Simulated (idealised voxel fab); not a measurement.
Module name: voxel ribs on slabs (process module)
The width of the displayed cross-section, cut, is 280 nm; its cells are square, with a size of 5 nm.
Heads up, the way a cross-section reads in here is a grid of square cells, handed over as bands from the top down, with every band being one or more rows of cells. For a band, the entry starts with two heights in nm, that of the top and then that of the bottom, and carries on with the band's materials in order from left to right, each alongside its width in nm; the word "all across" beside a single material means it fills the band edge to edge, and "empty" means empty space. The reference from which all heights are counted is 0, the level beneath which the as-received wafer is entirely one material; the lowest band, having no lower bound, proceeds downward and is written after the example "from 0 down". Note: "30 to 40" means the width goes from the first number (top row of the band) to the second number (bottom row) in equal steps per row of cells. You'll sometimes find "no change" written for a step, and that's the way of saying that nowhere in the cross-section did a cell change during that step. The entry "Sealed voids" lists the empty spaces that cover at least 8 cells and have no open path to the top. Each is written as width x height at distance, where the distance is measured from the left edge and all three values are in nm. The remark found on a step's line after its settings is issued by the simulator itself and pertains to that step. For masked steps, "overlay nm" on the step line gives how far right of plan the mask actually lay; a minus sign means it lay to the left.

### The planned process steps are enumerated hereunder
- 1: RECEIVE [material Si]
- 2: DIRECTIONAL_DEP [material SiO2] [thk nm 30]
- 3: DIRECTIONAL_DEP [material polySi] [thk nm 20]
- 4: DIRECTIONAL_DEP [material aC] [thk nm 15]
- 5: PATTERN [tone cover] [mask id RIB] [material resist] [width nm 30] [thk nm 30] [overlay nm 0]
- 6: DIRECTIONAL_ETCH [etch materials aC] [depth nm 15]
- 7: STRIP [etch materials resist]
- 8: DIRECTIONAL_ETCH [etch materials polySi] [depth nm 15]
- 9: STRIP [etch materials aC]
- 10: DIRECTIONAL_DEP [material aC] [thk nm 15]
- 11: PATTERN [tone cover] [mask id SLAB] [material resist] [width nm 70] [thk nm 30] [overlay nm 0]
- 12: DIRECTIONAL_ETCH [etch materials aC] [depth nm 15]
- 13: STRIP [etch materials resist]
- 14: DIRECTIONAL_ETCH [etch materials polySi] [depth nm 5]
- 15: STRIP [etch materials aC]
- 16: FILL_DEP [material SiO2] [thk nm 30]
- 17: CMP [height nm 70]
- 18: DIRECTIONAL_DEP [material TiN] [thk nm 10]
- 19: DIRECTIONAL_DEP [material aC] [thk nm 15]
- 20: PATTERN [tone cover] [mask id HEATER] [material resist] [width nm 40] [thk nm 35] [overlay nm 0]
- 21: DIRECTIONAL_ETCH [etch materials aC] [depth nm 15]
- 22: STRIP [etch materials resist]
- 23: DIRECTIONAL_ETCH [etch materials TiN] [depth nm 10]
- 24: STRIP [etch materials aC]
- 25: CONFORMAL_DEP [material SiO2] [thk nm 5]

### First wafer out of two, processed as planned

### Delivered wafer in cross-section: state after step 1
* from 0 down | Si all across
* Sealed voids: none

### Sectional view: wafer, after step 2
* from 30 to 0 | SiO2 all across
* Everything below 0 is unchanged.

### Sectional view: wafer, after step 3
* from 50 to 30 | polySi all across
* Everything below 30 is unchanged.

### Sectional view: wafer, after step 4
* from 65 to 50 | aC all across
* Everything below 50 is unchanged.

### Sectional view: wafer, after step 5
* from 95 to 65 | 125 nm empty / 30 nm resist / 125 nm empty
* Everything below 65 is unchanged.

### Sectional view: wafer, after step 6
* from 80 to 65 | 125 nm empty / 30 nm resist / 125 nm empty
* from 65 to 50 | 125 nm empty / 30 nm aC / 125 nm empty
* Everything below 50 is unchanged.

### Sectional view: wafer, after step 7
* from 65 to 50 | 125 nm empty / 30 nm aC / 125 nm empty
* Everything below 50 is unchanged.

### Sectional view: wafer, after step 8
* from 65 to 50 | 125 nm empty / 30 nm aC / 125 nm empty
* from 50 to 35 | 125 nm empty / 30 nm polySi / 125 nm empty
* Everything below 35 is unchanged.

### Sectional view: wafer, after step 9
* from 50 to 35 | 125 nm empty / 30 nm polySi / 125 nm empty
* Everything below 35 is unchanged.

### Sectional view: wafer, after step 10
* from 65 to 50 | 125 nm empty / 30 nm aC / 125 nm empty
* from 50 to 35 | 125 nm aC / 30 nm polySi / 125 nm aC
* Everything below 35 is unchanged.

### Sectional view: wafer, after step 11
* from 95 to 65 | 105 nm empty / 70 nm resist / 105 nm empty
* from 65 to 50 | 105 nm empty / 20 nm resist / 30 nm aC / 20 nm resist / 105 nm empty
* Everything below 50 is unchanged.

### Sectional view: wafer, after step 12
* from 80 to 65 | 105 nm empty / 70 nm resist / 105 nm empty
* from 65 to 50 | 105 nm empty / 20 nm resist / 30 nm aC / 20 nm resist / 105 nm empty
* from 50 to 35 | 105 nm empty / 20 nm aC / 30 nm polySi / 20 nm aC / 105 nm empty
* Everything below 35 is unchanged.

### Sectional view: wafer, after step 13
* from 65 to 50 | 125 nm empty / 30 nm aC / 125 nm empty
* Everything below 50 is unchanged.

### Sectional view: wafer, after step 14
* from 65 to 50 | 125 nm empty / 30 nm aC / 125 nm empty
* from 50 to 35 | 105 nm empty / 20 nm aC / 30 nm polySi / 20 nm aC / 105 nm empty
* from 35 to 30 | 105 nm empty / 70 nm polySi / 105 nm empty
* Everything below 30 is unchanged.

### Sectional view: wafer, after step 15
* from 50 to 35 | 125 nm empty / 30 nm polySi / 125 nm empty
* Everything below 35 is unchanged.

### Sectional view: wafer, after step 16
* from 80 to 50 | SiO2 all across
* from 50 to 35 | 125 nm SiO2 / 30 nm polySi / 125 nm SiO2
* from 35 to 30 | 105 nm SiO2 / 70 nm polySi / 105 nm SiO2
* Everything below 30 is unchanged.

### Sectional view: wafer, after step 17
* from 70 to 50 | SiO2 all across
* Everything below 50 is unchanged.

### Sectional view: wafer, after step 18
* from 80 to 70 | TiN all across
* Everything below 70 is unchanged.

### Sectional view: wafer, after step 19
* from 95 to 80 | aC all across
* Everything below 80 is unchanged.

### Sectional view: wafer, after step 20
* from 130 to 95 | 120 nm empty / 40 nm resist / 120 nm empty
* Everything below 95 is unchanged.

### Sectional view: wafer, after step 21
* from 115 to 95 | 120 nm empty / 40 nm resist / 120 nm empty
* from 95 to 80 | 120 nm empty / 40 nm aC / 120 nm empty
* Everything below 80 is unchanged.

### Sectional view: wafer, after step 22
* from 95 to 80 | 120 nm empty / 40 nm aC / 120 nm empty
* Everything below 80 is unchanged.

### Sectional view: wafer, after step 23
* from 95 to 80 | 120 nm empty / 40 nm aC / 120 nm empty
* from 80 to 70 | 120 nm empty / 40 nm TiN / 120 nm empty
* Everything below 70 is unchanged.

### Sectional view: wafer, after step 24
* from 80 to 70 | 120 nm empty / 40 nm TiN / 120 nm empty
* Everything below 70 is unchanged.

### Sectional view: wafer, after step 25
* from 85 to 80 | 115 nm empty / 50 nm SiO2 / 115 nm empty
* from 80 to 75 | 115 nm empty / 5 nm SiO2 / 40 nm TiN / 5 nm SiO2 / 115 nm empty
* from 75 to 70 | 120 nm SiO2 / 40 nm TiN / 120 nm SiO2
* Everything below 70 is unchanged.

### The second wafer: identical to the first at the outset and in its planned sequence, differing only in that one mistake was made during processing; up to and including step 24, its path is the first wafer's path

What the second wafer looks like in cross-section when step 25 should have wrapped up: no change
Misprocessing identified: step 25 from the plan never happened, it was just skipped
The final cell counts differ between the wafers, with the second having more or fewer of some materials than the first: 60 fewer of SiO2
